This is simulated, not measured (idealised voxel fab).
Title: Process Module voxel local oxidation
The cross-section shown here is cut; it is 250 nm wide and divided into square cells measuring 5 nm on a side.
Notation: cross-section as square-cell grid; stated in bands, top first, going down; one or more cell rows per band.
The entry gives the band's vertical extent as a top height and a bottom height in nm, then its horizontal make-up as materials from left to right, each with a width in nm. "empty" stands for empty space; a single material marked "everywhere" fills the band edge to edge.
For the purposes of this specification, 0 denotes the height below which the wafer in its as-received condition is composed wholly of one material, and the lowermost band, lacking a lower limit, extends downward without end, as expressed in "0..down".
Width "30 to 40": first value at the band's top row of cells, second value at its bottom row, equal change from row to row.
"everything unchanged" for a step: no cell of the cross-section changed in that step.
"Voids, sealed": sealed empty spaces, 8 cells or more, no open way to top, listed width x height at distance, with distance from the left edge and width, height and distance in nm.
Step line, after settings: the simulator's comment on this step.
The optional step-line setting "overlay nm" applies to steps with a mask and quantifies how far to the right of its planned location the mask lay, a negative value indicating leftward placement.

Steps planned for the process
1: RECEIVE: material Si
2: CONFORMAL_DEP: material SiO2, thk nm 5
3: CONFORMAL_DEP: material SiN, thk nm 15
4: PATTERN: tone cover, mask id ACTIVE, material resist, width nm 130, thk nm 15, overlay nm 0
5: DIRECTIONAL_ETCH: etch materials SiN, depth nm 15
6: STRIP: etch materials resist
7: SELECTIVE_ETCH: etch materials SiO2, depth nm 5
8: OXIDIZE: depth nm 15
9: STRIP: etch materials SiN

As received (post step 1): cross-section
	0..down  Si everywhere
	Voids, sealed: none

Final wafer profile in cross-section after the module, from the same start and plan as above, with one mistake made during processing
	20..5  empty (60) | SiN (130) | empty (60)
	5..0  empty (65) | SiO2 (120) | empty (65)
	0..-15  SiO2 (80) | Si (90) | SiO2 (80)
	-15..down  Si everywhere
	Voids, sealed: none
In executing the process, a mistake was made relative to the plan: step 9 of the plan was omitted and not executed
